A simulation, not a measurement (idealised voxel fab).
process module | voxel capacitor over wiring
Square cell edge 5 nm, section width 140 nm, ID cut.
Bands, listed from the top down, are how a cross-section gets written in this document; the cross-section itself is a grid of square cells, and a band is one or more rows of them.
Basically the band line says how high the top is and how high the bottom is, in nm, and then what's in it from left to right, every material with its width in nm. Empty space shows up as "air", and if a single material carries "everywhere" it runs the full band edge to edge.
Heights from 0 (as-received wafer is one material below). Bottom band endless downward, as "0 and below".
Read "30->40" as a graded width: first number on top, second number at the bottom, same change between each pair of neighbouring rows.
No cell of the cross-section changed in a step that is given as "nothing got changed".
Entry "Closed void table" = empty spaces >= 8 cells with no open way to the top; each as width x height at distance, distance from left edge, all nm.
On each step's line, the part that comes after the settings is the simulator's own comment on the step.
A step line may carry the setting "overlay nm", which, for steps involving a mask, states the distance by which the mask lay to the right of its intended position; negative values denote displacement to the left.
**Listed below are the process steps as planned**
step 1: RECEIVE with material Si
step 2: CONFORMAL_DEP with material SiO2, thk nm 15
step 3: DIRECTIONAL_DEP with material TiN, thk nm 5
step 4: DIRECTIONAL_DEP with material W, thk nm 25
step 5: MASKED_ETCH with tone cover, mask id METAL_1, width nm 20, pitch nm 75, etch materials W, depth nm 25, overlay nm 0
step 6: MASKED_ETCH with tone cover, mask id METAL_1, width nm 20, pitch nm 75, etch materials TiN, depth nm 5, overlay nm 0
step 7: FILL_DEP with material lowk, thk nm 5
step 8: CMP with height nm 45
step 9: CONFORMAL_DEP with material SiCN, thk nm 5
step 10: DIRECTIONAL_DEP with material lowk, thk nm 15
step 11: PATTERN with tone open, mask id PLUG_1, material resist, width nm 15, thk nm 20, overlay nm 0
step 12: DIRECTIONAL_ETCH with etch materials lowk, depth nm 15
step 13: DIRECTIONAL_ETCH with etch materials SiCN, depth nm 5
step 14: STRIP with etch materials resist
step 15: EPI with material Ru, thk nm 10
step 16: EPI with material Ru, thk nm 10
step 17: DIRECTIONAL_DEP with material TiN, thk nm 5
step 18: DIRECTIONAL_DEP with material SiN, thk nm 5
step 19: DIRECTIONAL_DEP with material TiN, thk nm 10
step 20: PATTERN with tone cover, mask id UPPER_PLATE, material resist, width nm 60, thk nm 20, overlay nm 0
step 21: DIRECTIONAL_ETCH with etch materials TiN, depth nm 10
step 22: DIRECTIONAL_ETCH with etch materials SiN, depth nm 5
step 23: STRIP with etch materials resist
step 24: DIRECTIONAL_DEP with material aC, thk nm 10
step 25: PATTERN with tone cover, mask id LOWER_PLATE, material resist, width nm 70, thk nm 30, overlay nm 0
step 26: DIRECTIONAL_ETCH with etch materials aC, depth nm 10
step 27: STRIP with etch materials resist
step 28: DIRECTIONAL_ETCH with etch materials TiN, depth nm 5
step 29: STRIP with etch materials aC
step 30: FILL_DEP with material SiO2, thk nm 15
step 31: CMP with height nm 95
step 32: MASKED_ETCH with tone open, mask id PLUG_2, width nm 15, etch materials SiO2, depth nm 10, overlay nm 0
step 33: CONFORMAL_DEP with material TiN, thk nm 5
step 34: FILL_DEP with material Cu, thk nm 5
step 35: CMP with height nm 95
step 36: CONFORMAL_DEP with material SiCN, thk nm 5
**The following pertains to the first of two wafers, which was processed as planned**
**The cross-section here shows the wafer as received, i.e. in its state after step 1**
> 0 and below: Si everywhere
> Closed void table: none
**Sectional view: wafer, after step 2**
> 15 down to 0: SiO2 everywhere
> Below 0, the layers are the same as they were.
**Sectional view: wafer, after step 3**
> 20 down to 15: TiN everywhere
> Below 15, the layers are the same as they were.
**Sectional view: wafer, after step 4**
> 45 down to 20: W everywhere
> Below 20, the layers are the same as they were.
**Sectional view: wafer, after step 5**
> 45 down to 20: air 20 nm, W 20 nm, air 55 nm, W 20 nm, air 25 nm
> Below 20, the layers are the same as they were.
**Sectional view: wafer, after step 6**
> 45 down to 20: air 20 nm, W 20 nm, air 55 nm, W 20 nm, air 25 nm
> 20 down to 15: air 20 nm, TiN 20 nm, air 55 nm, TiN 20 nm, air 25 nm
> Below 15, the layers are the same as they were.
**Sectional view: wafer, after step 7**
> 50 down to 45: lowk everywhere
> 45 down to 20: lowk 20 nm, W 20 nm, lowk 55 nm, W 20 nm, lowk 25 nm
> 20 down to 15: lowk 20 nm, TiN 20 nm, lowk 55 nm, TiN 20 nm, lowk 25 nm
> Below 15, the layers are the same as they were.
**Sectional view: wafer, after step 8**
> 45 down to 20: lowk 20 nm, W 20 nm, lowk 55 nm, W 20 nm, lowk 25 nm
> Below 20, the layers are the same as they were.
**Sectional view: wafer, after step 9**
> 50 down to 45: SiCN everywhere
> Below 45, the layers are the same as they were.
**Sectional view: wafer, after step 10**
> 65 down to 50: lowk everywhere
> Below 50, the layers are the same as they were.
**Sectional view: wafer, after step 11**
> 85 down to 65: resist 25 nm, air 15 nm, resist 100 nm
> Below 65, the layers are the same as they were.
**Sectional view: wafer, after step 12**
> 85 down to 65: resist 25 nm, air 15 nm, resist 100 nm
> 65 down to 50: lowk 25 nm, air 15 nm, lowk 100 nm
> Below 50, the layers are the same as they were.
**Sectional view: wafer, after step 13**
> 85 down to 65: resist 25 nm, air 15 nm, resist 100 nm
> 65 down to 50: lowk 25 nm, air 15 nm, lowk 100 nm
> 50 down to 45: SiCN 25 nm, air 15 nm, SiCN 100 nm
> Below 45, the layers are the same as they were.
**Sectional view: wafer, after step 14**
> 65 down to 50: lowk 25 nm, air 15 nm, lowk 100 nm
> Below 50, the layers are the same as they were.
**Sectional view: wafer, after step 15**
> 65 down to 55: lowk 25 nm, air 15 nm, lowk 100 nm
> 55 down to 50: lowk 25 nm, Ru 15 nm, lowk 100 nm
> 50 down to 45: SiCN 25 nm, Ru 15 nm, SiCN 100 nm
> Below 45, the layers are the same as they were.
**Sectional view: wafer, after step 16**
> 65 down to 50: lowk 25 nm, Ru 15 nm, lowk 100 nm
> Below 50, the layers are the same as they were.
**Sectional view: wafer, after step 17**
> 70 down to 65: TiN everywhere
> Below 65, the layers are the same as they were.
**Sectional view: wafer, after step 18**
> 75 down to 70: SiN everywhere
> Below 70, the layers are the same as they were.
**Sectional view: wafer, after step 19**
> 85 down to 75: TiN everywhere
> Below 75, the layers are the same as they were.
**Sectional view: wafer, after step 20**
> 105 down to 85: air 25 nm, resist 60 nm, air 55 nm
> Below 85, the layers are the same as they were.
**Sectional view: wafer, after step 21**
> 105 down to 85: air 25 nm, resist 60 nm, air 55 nm
> 85 down to 75: air 25 nm, TiN 60 nm, air 55 nm
> Below 75, the layers are the same as they were.
**Sectional view: wafer, after step 22**
> 105 down to 85: air 25 nm, resist 60 nm, air 55 nm
> 85 down to 75: air 25 nm, TiN 60 nm, air 55 nm
> 75 down to 70: air 25 nm, SiN 60 nm, air 55 nm
> Below 70, the layers are the same as they were.
**Sectional view: wafer, after step 23**
> 85 down to 75: air 25 nm, TiN 60 nm, air 55 nm
> Below 75, the layers are the same as they were.
**Sectional view: wafer, after step 24**
> 95 down to 85: air 25 nm, aC 60 nm, air 55 nm
> 85 down to 80: air 25 nm, TiN 60 nm, air 55 nm
> 80 down to 75: aC 25 nm, TiN 60 nm, aC 55 nm
> 75 down to 70: aC 25 nm, SiN 60 nm, aC 55 nm
> Below 70, the layers are the same as they were.
**Sectional view: wafer, after step 25**
> 125 down to 95: air 20 nm, resist 70 nm, air 50 nm
> 95 down to 85: air 20 nm, resist 5 nm, aC 60 nm, resist 5 nm, air 50 nm
> 85 down to 80: air 20 nm, resist 5 nm, TiN 60 nm, resist 5 nm, air 50 nm
> Below 80, the layers are the same as they were.
**Sectional view: wafer, after step 26**
> 115 down to 95: air 20 nm, resist 70 nm, air 50 nm
> 95 down to 85: air 20 nm, resist 5 nm, aC 60 nm, resist 5 nm, air 50 nm
> 85 down to 80: air 20 nm, resist 5 nm, TiN 60 nm, resist 5 nm, air 50 nm
> 80 down to 75: air 20 nm, aC 5 nm, TiN 60 nm, aC 5 nm, air 50 nm
> 75 down to 70: air 20 nm, aC 5 nm, SiN 60 nm, aC 5 nm, air 50 nm
> Below 70, the layers are the same as they were.
**Sectional view: wafer, after step 27**
> 95 down to 85: air 25 nm, aC 60 nm, air 55 nm
> 85 down to 80: air 25 nm, TiN 60 nm, air 55 nm
> Below 80, the layers are the same as they were.
**Sectional view: wafer, after step 28**
> 95 down to 85: air 25 nm, aC 60 nm, air 55 nm
> 85 down to 80: air 25 nm, TiN 60 nm, air 55 nm
> 80 down to 75: air 20 nm, aC 5 nm, TiN 60 nm, aC 5 nm, air 50 nm
> 75 down to 70: air 20 nm, aC 5 nm, SiN 60 nm, aC 5 nm, air 50 nm
> 70 down to 65: air 20 nm, TiN 70 nm, air 50 nm
> Below 65, the layers are the same as they were.
**Sectional view: wafer, after step 29**
> 85 down to 75: air 25 nm, TiN 60 nm, air 55 nm
> 75 down to 70: air 25 nm, SiN 60 nm, air 55 nm
> Below 70, the layers are the same as they were.
**Sectional view: wafer, after step 30**
> 100 down to 85: SiO2 everywhere
> 85 down to 75: SiO2 25 nm, TiN 60 nm, SiO2 55 nm
> 75 down to 70: SiO2 25 nm, SiN 60 nm, SiO2 55 nm
> 70 down to 65: SiO2 20 nm, TiN 70 nm, SiO2 50 nm
> Below 65, the layers are the same as they were.
**Sectional view: wafer, after step 31**
> 95 down to 85: SiO2 everywhere
> Below 85, the layers are the same as they were.
**Sectional view: wafer, after step 32**
> 95 down to 85: SiO2 35 nm, air 15 nm, SiO2 90 nm
> Below 85, the layers are the same as they were.
**Sectional view: wafer, after step 33**
> 100 down to 95: TiN 40 nm, air 5 nm, TiN 95 nm
> 95 down to 90: SiO2 35 nm, TiN 5 nm, air 5 nm, TiN 5 nm, SiO2 90 nm
> 90 down to 85: SiO2 35 nm, TiN 15 nm, SiO2 90 nm
> Below 85, the layers are the same as they were.
**Sectional view: wafer, after step 34**
> 105 down to 100: Cu everywhere
> 100 down to 95: TiN 40 nm, Cu 5 nm, TiN 95 nm
> 95 down to 90: SiO2 35 nm, TiN 5 nm, Cu 5 nm, TiN 5 nm, SiO2 90 nm
> Below 90, the layers are the same as they were.
**Sectional view: wafer, after step 35**
> 95 down to 90: SiO2 35 nm, TiN 5 nm, Cu 5 nm, TiN 5 nm, SiO2 90 nm
> Below 90, the layers are the same as they were.
**Sectional view: wafer, after step 36**
> 100 down to 95: SiCN everywhere
> Below 95, the layers are the same as they were.
**Now the other wafer: same start, same recipe, but we messed up one thing when running it. Up to and including step 9 it's the same as the first one**
**Second wafer, sectioned view, at step 10's planned end time**
> 80 down to 50: lowk everywhere
> Below 50, the layers are the same as they were.
**Second wafer, sectioned view, at step 11's planned end time**
> 100 down to 80: resist 25 nm, air 15 nm, resist 100 nm
> Below 80, the layers are the same as they were.
**Second wafer, sectioned view, at step 12's planned end time**
> 100 down to 80: resist 25 nm, air 15 nm, resist 100 nm
> 80 down to 65: lowk 25 nm, air 15 nm, lowk 100 nm
> Below 65, the layers are the same as they were.
Second wafer, sectioned view, at step 13's planned end time: nothing got changed
**Second wafer, sectioned view, at step 14's planned end time**
> 80 down to 65: lowk 25 nm, air 15 nm, lowk 100 nm
> Below 65, the layers are the same as they were.
Second wafer, sectioned view, at step 15's planned end time: nothing got changed
Second wafer, sectioned view, at step 16's planned end time: nothing got changed
**Second wafer, sectioned view, at step 17's planned end time**
> 85 down to 80: TiN 25 nm, air 15 nm, TiN 100 nm
> 80 down to 70: lowk 25 nm, air 15 nm, lowk 100 nm
> 70 down to 65: lowk 25 nm, TiN 15 nm, lowk 100 nm
> Below 65, the layers are the same as they were.
**Second wafer, sectioned view, at step 18's planned end time**
> 90 down to 85: SiN 25 nm, air 15 nm, SiN 100 nm
> 85 down to 80: TiN 25 nm, air 15 nm, TiN 100 nm
> 80 down to 75: lowk 25 nm, air 15 nm, lowk 100 nm
> 75 down to 70: lowk 25 nm, SiN 15 nm, lowk 100 nm
> Below 70, the layers are the same as they were.
**Second wafer, sectioned view, at step 19's planned end time**
> 100 down to 90: TiN 25 nm, air 15 nm, TiN 100 nm
> 90 down to 85: SiN 25 nm, air 15 nm, SiN 100 nm
> 85 down to 80: TiN everywhere
> 80 down to 75: lowk 25 nm, TiN 15 nm, lowk 100 nm
> Below 75, the layers are the same as they were.
**Second wafer, sectioned view, at step 20's planned end time**
> 120 down to 100: air 25 nm, resist 60 nm, air 55 nm
> 100 down to 90: TiN 25 nm, resist 15 nm, TiN 100 nm
> 90 down to 85: SiN 25 nm, resist 15 nm, SiN 100 nm
> Below 85, the layers are the same as they were.
**Second wafer, sectioned view, at step 21's planned end time**
> 120 down to 100: air 25 nm, resist 60 nm, air 55 nm
> 100 down to 90: air 25 nm, resist 15 nm, TiN 45 nm, air 55 nm
> Below 90, the layers are the same as they were.
**Second wafer, sectioned view, at step 22's planned end time**
> 120 down to 100: air 25 nm, resist 60 nm, air 55 nm
> 100 down to 90: air 25 nm, resist 15 nm, TiN 45 nm, air 55 nm
> 90 down to 85: air 25 nm, resist 15 nm, SiN 45 nm, air 55 nm
> Below 85, the layers are the same as they were.
**Second wafer, sectioned view, at step 23's planned end time**
> 100 down to 90: air 40 nm, TiN 45 nm, air 55 nm
> 90 down to 85: air 40 nm, SiN 45 nm, air 55 nm
> Below 85, the layers are the same as they were.
**Second wafer, sectioned view, at step 24's planned end time**
> 110 down to 100: air 40 nm, aC 45 nm, air 55 nm
> 100 down to 95: air 40 nm, TiN 45 nm, air 55 nm
> 95 down to 90: aC 40 nm, TiN 45 nm, aC 55 nm
> 90 down to 85: aC 40 nm, SiN 45 nm, aC 55 nm
> Below 85, the layers are the same as they were.
**Second wafer, sectioned view, at step 25's planned end time**
> 140 down to 110: air 20 nm, resist 70 nm, air 50 nm
> 110 down to 100: air 20 nm, resist 20 nm, aC 45 nm, resist 5 nm, air 50 nm
> 100 down to 95: air 20 nm, resist 20 nm, TiN 45 nm, resist 5 nm, air 50 nm
> Below 95, the layers are the same as they were.
**Second wafer, sectioned view, at step 26's planned end time**
> 130 down to 110: air 20 nm, resist 70 nm, air 50 nm
> 110 down to 100: air 20 nm, resist 20 nm, aC 45 nm, resist 5 nm, air 50 nm
> 100 down to 95: air 20 nm, resist 20 nm, TiN 45 nm, resist 5 nm, air 50 nm
> 95 down to 90: air 20 nm, aC 20 nm, TiN 45 nm, aC 5 nm, air 50 nm
> 90 down to 85: air 20 nm, aC 20 nm, SiN 45 nm, aC 5 nm, air 50 nm
> Below 85, the layers are the same as they were.
**Second wafer, sectioned view, at step 27's planned end time**
> 110 down to 100: air 40 nm, aC 45 nm, air 55 nm
> 100 down to 95: air 40 nm, TiN 45 nm, air 55 nm
> Below 95, the layers are the same as they were.
**Second wafer, sectioned view, at step 28's planned end time**
> 110 down to 100: air 40 nm, aC 45 nm, air 55 nm
> 100 down to 95: air 40 nm, TiN 45 nm, air 55 nm
> 95 down to 90: air 20 nm, aC 20 nm, TiN 45 nm, aC 5 nm, air 50 nm
> 90 down to 85: air 20 nm, aC 20 nm, SiN 45 nm, aC 5 nm, air 50 nm
> 85 down to 80: air 20 nm, TiN 70 nm, air 50 nm
> Below 80, the layers are the same as they were.
**Second wafer, sectioned view, at step 29's planned end time**
> 100 down to 90: air 40 nm, TiN 45 nm, air 55 nm
> 90 down to 85: air 40 nm, SiN 45 nm, air 55 nm
> Below 85, the layers are the same as they were.
**Second wafer, sectioned view, at step 30's planned end time**
> 115 down to 100: SiO2 everywhere
> 100 down to 90: SiO2 40 nm, TiN 45 nm, SiO2 55 nm
> 90 down to 85: SiO2 40 nm, SiN 45 nm, SiO2 55 nm
> 85 down to 80: SiO2 20 nm, TiN 70 nm, SiO2 50 nm
> Below 80, the layers are the same as they were.
**Second wafer, sectioned view, at step 31's planned end time**
> 95 down to 90: SiO2 40 nm, TiN 45 nm, SiO2 55 nm
> Below 90, the layers are the same as they were.
**Second wafer, sectioned view, at step 32's planned end time**
> 95 down to 90: SiO2 35 nm, air 5 nm, TiN 45 nm, SiO2 55 nm
> 90 down to 85: SiO2 35 nm, air 5 nm, SiN 45 nm, SiO2 55 nm
> Below 85, the layers are the same as they were.
**Second wafer, sectioned view, at step 33's planned end time**
> 100 down to 95: TiN everywhere
> 95 down to 90: SiO2 35 nm, TiN 50 nm, SiO2 55 nm
> 90 down to 85: SiO2 35 nm, TiN 5 nm, SiN 45 nm, SiO2 55 nm
> Below 85, the layers are the same as they were.
**Second wafer, sectioned view, at step 34's planned end time**
> 105 down to 100: Cu everywhere
> Below 100, the layers are the same as they were.
**Second wafer, sectioned view, at step 35's planned end time**
> 95 down to 90: SiO2 35 nm, TiN 50 nm, SiO2 55 nm
> Below 90, the layers are the same as they were.
**Second wafer, sectioned view, at step 36's planned end time**
> 100 down to 95: SiCN everywhere
> Below 95, the layers are the same as they were.
Plan not followed: execution of plan step 10 occurred twice
Once processing is complete, comparing cell counts shows that the second wafer has more or fewer of certain materials than the first: Cu -1 | Ru -12 | SiCN +3 | SiO2 -62 | TiN -12 | lowk +84
